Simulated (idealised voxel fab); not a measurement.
The name of this process module is voxel double patterning.
Shown is cross-section cut, with a width of 230 nm and square cells of size 5 nm.
We lay out every cross-section as a grid of square cells and spell it out in bands from the top down, where one band means one or more rows of cells. Band entry format. Leading values: height of top, height of bottom, nm. Remainder: materials in left-to-right order, each with its width in nm. Special words: "full width" on a single material, which then fills the band edge to edge; "air", empty space. For the purposes of this specification, 0 denotes the height below which the wafer in its as-received condition is composed wholly of one material, and the lowermost band, lacking a lower limit, extends downward without end, as expressed in "0 nm and below". The notation "30 to 40" denotes a width that varies across the rows of cells in the band, beginning at the first number in the top row, finishing at the second number in the bottom row, and changing by an identical amount from each row to the next. "no alterations made" after a step means that no cell of the cross-section changed. If an empty space has no open way to the top and is at least 8 cells in size, "Enclosed cavity list" lists it, written width x height at distance, where distance is measured from the left edge and every value is in nm. Text after the settings on a step's line: the simulator's own remark on that step. "overlay nm" denotes, for a step that has a mask, the displacement of the mask to the right of its planned place, with negative values corresponding to the left.
## Intended process steps
step 1: RECEIVE (material Si)
step 2: CONFORMAL_DEP (material SiN; thk nm 5)
step 3: DIRECTIONAL_DEP (material SiO2; thk nm 15)
step 4: DIRECTIONAL_DEP (material SiCN; thk nm 10)
step 5: PATTERN (tone open; mask id FIRST; material resist; width nm 15; pitch nm 50; thk nm 15; overlay nm 0)
step 6: DIRECTIONAL_ETCH (etch materials SiCN; depth nm 10)
step 7: STRIP (etch materials resist)
step 8: PATTERN (tone open; mask id SECOND; material resist; width nm 15; pitch nm 50; thk nm 20; overlay nm 0)
step 9: DIRECTIONAL_ETCH (etch materials SiCN; depth nm 10)
step 10: STRIP (etch materials resist)
step 11: DIRECTIONAL_ETCH (etch materials SiO2; depth nm 15)
step 12: STRIP (etch materials SiCN)
## Incoming wafer in cross-section (state: after step 1)
  0 nm and below = Si full width
  Enclosed cavity list: none
## Wafer cross-section at module end: first of two, run to plan
  20 nm to 5 nm = SiO2 (55) / air (15) / SiO2 (10) / air (15) / SiO2 (10) / air (15) / SiO2 (10) / air (15) / SiO2 (10) / air (15) / SiO2 (60)
  5 nm to 0 nm = SiN full width
  0 nm and below = Si full width
  Enclosed cavity list: none
## Cross-section, wafer two of two, end of module: same start and plan as wafer one, one error in execution
  25 nm to 10 nm = SiO2 (55) / air (15) / SiO2 (10) / air (15) / SiO2 (10) / air (15) / SiO2 (10) / air (15) / SiO2 (10) / air (15) / SiO2 (60)
  10 nm to 5 nm = SiO2 full width
  5 nm to 0 nm = SiN full width
  0 nm and below = Si full width
  Enclosed cavity list: none
It is concluded that the wafer was processed incorrectly with respect to the plan, in that step 3 was processed under conditions differing from the plan, specifically as DIRECTIONAL_DEP (material SiO2; thk nm 20)
Final difference in cells, second wafer against first, listed per material as more or fewer: SiO2 +46
